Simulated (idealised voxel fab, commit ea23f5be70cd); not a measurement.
Process module under the name voxel self aligned vias
The cross-section shown here is cut; it is 255 nm wide and divided into square cells measuring 5 nm on a side.
Square cells in a grid make up a cross-section in this document, and the grid is given as bands, listed from the top down, each one or more rows of cells.
Band: top and bottom heights (nm) first, top before bottom; then materials from left to right, widths in nm. "full width" marks a sole material filling the band edge to edge. "empty" denotes empty space.
Height reference: 0 = level under which incoming wafer is all one material. Lowest band: no bottom, runs on downward, e.g. "0 and below".
Top row gets the first number, bottom row gets the second, and each row in between changes by the same step: that is how a band width like "30..40" works.
A step reported as "nothing changed" is a step in which no cell of the cross-section changed.
Look at "Closed void table" for the closed voids: empty spaces with no open path to the top, sized 8 cells or up. Each is width x height at distance, distance from the left edge, all nm.
Whatever follows a step's settings on its line is a remark the simulator itself makes about that step.
A step line may carry the setting "overlay nm", which, for steps involving a mask, states the distance by which the mask lay to the right of its intended position; negative values denote displacement to the left.
**plan**
1. RECEIVE: material Si
2. CONFORMAL_DEP: material SiO2, thk nm 10
3. CONFORMAL_DEP: material SiCN, thk nm 5
4. DIRECTIONAL_DEP: material lowk, thk nm 25
5. DIRECTIONAL_DEP: material aC, thk nm 10
6. PATTERN: tone open, mask id LINES, material resist, width nm 25, pitch nm 65, thk nm 25, overlay nm 0
7. DIRECTIONAL_ETCH: etch materials aC, depth nm 10
8. STRIP: etch materials resist
9. DIRECTIONAL_ETCH: etch materials lowk, depth nm 25
10. STRIP: etch materials aC
11. CONFORMAL_DEP: material TiN, thk nm 5
12. FILL_DEP: material W, thk nm 10
13. CMP: height nm 40
14. SELECTIVE_ETCH: etch materials W Ru TiN, depth nm 5
15. FILL_DEP: material SiN, thk nm 5
16. CMP: height nm 40
17. DIRECTIONAL_DEP: material lowk, thk nm 15
18. MASKED_ETCH: tone open, mask id VIAS, width nm 45, pitch nm 130, etch materials lowk, depth nm 15, overlay nm 0
19. MASKED_ETCH: tone open, mask id VIAS, width nm 45, pitch nm 130, etch materials SiN, depth nm 5, overlay nm 0
20. CONFORMAL_DEP: material TiN, thk nm 5
21. FILL_DEP: material Ru, thk nm 5
22. CMP: height nm 55
23. CONFORMAL_DEP: material SiN, thk nm 5
**The following pertains to the first of two wafers, which was processed as planned**
**So this is the incoming wafer in cross-section - it's already been through step 1**
- 0 and below | Si full width
- Closed void table: none
**The wafer, seen in cross-section, after step 2**
- 10 down to 0 | SiO2 full width
- Note: structure below 0 unchanged.
**The wafer, seen in cross-section, after step 3**
- 15 down to 10 | SiCN full width
- Note: structure below 10 unchanged.
**The wafer, seen in cross-section, after step 4**
- 40 down to 15 | lowk full width
- Note: structure below 15 unchanged.
**The wafer, seen in cross-section, after step 5**
- 50 down to 40 | aC full width
- Note: structure below 40 unchanged.
**The wafer, seen in cross-section, after step 6**
- 75 down to 50 | resist=50, empty=25, resist=40, empty=25, resist=40, empty=25, resist=50
- Note: structure below 50 unchanged.
**The wafer, seen in cross-section, after step 7**
- 65 down to 50 | resist=50, empty=25, resist=40, empty=25, resist=40, empty=25, resist=50
- 50 down to 40 | aC=50, empty=25, aC=40, empty=25, aC=40, empty=25, aC=50
- Note: structure below 40 unchanged.
**The wafer, seen in cross-section, after step 8**
- 50 down to 40 | aC=50, empty=25, aC=40, empty=25, aC=40, empty=25, aC=50
- Note: structure below 40 unchanged.
**The wafer, seen in cross-section, after step 9**
- 50 down to 40 | aC=50, empty=25, aC=40, empty=25, aC=40, empty=25, aC=50
- 40 down to 15 | lowk=50, empty=25, lowk=40, empty=25, lowk=40, empty=25, lowk=50
- Note: structure below 15 unchanged.
**The wafer, seen in cross-section, after step 10**
- 40 down to 15 | lowk=50, empty=25, lowk=40, empty=25, lowk=40, empty=25, lowk=50
- Note: structure below 15 unchanged.
**The wafer, seen in cross-section, after step 11**
- 45 down to 40 | TiN=55, empty=15, TiN=50, empty=15, TiN=50, empty=15, TiN=55
- 40 down to 20 | lowk=50, TiN=5, empty=15, TiN=5, lowk=40, TiN=5, empty=15, TiN=5, lowk=40, TiN=5, empty=15, TiN=5, lowk=50
- 20 down to 15 | lowk=50, TiN=25, lowk=40, TiN=25, lowk=40, TiN=25, lowk=50
- Note: structure below 15 unchanged.
**The wafer, seen in cross-section, after step 12**
- 55 down to 45 | W full width
- 45 down to 40 | TiN=55, W=15, TiN=50, W=15, TiN=50, W=15, TiN=55
- 40 down to 20 | lowk=50, TiN=5, W=15, TiN=5, lowk=40, TiN=5, W=15, TiN=5, lowk=40, TiN=5, W=15, TiN=5, lowk=50
- Note: structure below 20 unchanged.
**The wafer, seen in cross-section, after step 13**
- 40 down to 20 | lowk=50, TiN=5, W=15, TiN=5, lowk=40, TiN=5, W=15, TiN=5, lowk=40, TiN=5, W=15, TiN=5, lowk=50
- Note: structure below 20 unchanged.
**The wafer, seen in cross-section, after step 14**
- 40 down to 35 | lowk=50, empty=25, lowk=40, empty=25, lowk=40, empty=25, lowk=50
- Note: structure below 35 unchanged.
**The wafer, seen in cross-section, after step 15**
- 45 down to 40 | SiN full width
- 40 down to 35 | lowk=50, SiN=25, lowk=40, SiN=25, lowk=40, SiN=25, lowk=50
- Note: structure below 35 unchanged.
**The wafer, seen in cross-section, after step 16**
- 40 down to 35 | lowk=50, SiN=25, lowk=40, SiN=25, lowk=40, SiN=25, lowk=50
- Note: structure below 35 unchanged.
**The wafer, seen in cross-section, after step 17**
- 55 down to 40 | lowk full width
- Note: structure below 40 unchanged.
**The wafer, seen in cross-section, after step 18**
- 55 down to 40 | lowk=40, empty=45, lowk=85, empty=45, lowk=40
- Note: structure below 40 unchanged.
**The wafer, seen in cross-section, after step 19**
- 55 down to 40 | lowk=40, empty=45, lowk=85, empty=45, lowk=40
- 40 down to 35 | lowk=50, empty=25, lowk=40, SiN=25, lowk=40, empty=25, lowk=50
- Note: structure below 35 unchanged.
**The wafer, seen in cross-section, after step 20**
- 60 down to 55 | TiN=45, empty=35, TiN=95, empty=35, TiN=45
- 55 down to 45 | lowk=40, TiN=5, empty=35, TiN=5, lowk=85, TiN=5, empty=35, TiN=5, lowk=40
- 45 down to 40 | lowk=40, TiN=15, empty=15, TiN=15, lowk=85, TiN=15, empty=15, TiN=15, lowk=40
- 40 down to 35 | lowk=50, TiN=25, lowk=40, SiN=25, lowk=40, TiN=25, lowk=50
- Note: structure below 35 unchanged.
**The wafer, seen in cross-section, after step 21**
- 65 down to 60 | Ru full width
- 60 down to 55 | TiN=45, Ru=35, TiN=95, Ru=35, TiN=45
- 55 down to 45 | lowk=40, TiN=5, Ru=35, TiN=5, lowk=85, TiN=5, Ru=35, TiN=5, lowk=40
- 45 down to 40 | lowk=40, TiN=15, Ru=15, TiN=15, lowk=85, TiN=15, Ru=15, TiN=15, lowk=40
- Note: structure below 40 unchanged.
**The wafer, seen in cross-section, after step 22**
- 55 down to 45 | lowk=40, TiN=5, Ru=35, TiN=5, lowk=85, TiN=5, Ru=35, TiN=5, lowk=40
- Note: structure below 45 unchanged.
**The wafer, seen in cross-section, after step 23**
- 60 down to 55 | SiN full width
- Note: structure below 55 unchanged.
**Second of two: same start, same plan, one run error; steps up to and including 19 match the first**
**Second wafer, sectioned view, at step 20's planned end time**
- 60 down to 55 | SiO2=45, empty=35, SiO2=95, empty=35, SiO2=45
- 55 down to 45 | lowk=40, SiO2=5, empty=35, SiO2=5, lowk=85, SiO2=5, empty=35, SiO2=5, lowk=40
- 45 down to 40 | lowk=40, SiO2=15, empty=15, SiO2=15, lowk=85, SiO2=15, empty=15, SiO2=15, lowk=40
- 40 down to 35 | lowk=50, SiO2=25, lowk=40, SiN=25, lowk=40, SiO2=25, lowk=50
- Note: structure below 35 unchanged.
**Second wafer, sectioned view, at step 21's planned end time**
- 65 down to 60 | Ru full width
- 60 down to 55 | SiO2=45, Ru=35, SiO2=95, Ru=35, SiO2=45
- 55 down to 45 | lowk=40, SiO2=5, Ru=35, SiO2=5, lowk=85, SiO2=5, Ru=35, SiO2=5, lowk=40
- 45 down to 40 | lowk=40, SiO2=15, Ru=15, SiO2=15, lowk=85, SiO2=15, Ru=15, SiO2=15, lowk=40
- Note: structure below 40 unchanged.
**Second wafer, sectioned view, at step 22's planned end time**
- 55 down to 45 | lowk=40, SiO2=5, Ru=35, SiO2=5, lowk=85, SiO2=5, Ru=35, SiO2=5, lowk=40
- Note: structure below 45 unchanged.
**Second wafer, sectioned view, at step 23's planned end time**
- 60 down to 55 | SiN full width
- Note: structure below 55 unchanged.
So what did we get wrong on this run? not per plan at step 20, really ran CONFORMAL_DEP: material SiO2, thk nm 5
Count the cells at the end and the second wafer has more or fewer of some materials than the first: SiO2: 30 more, TiN: 30 fewer
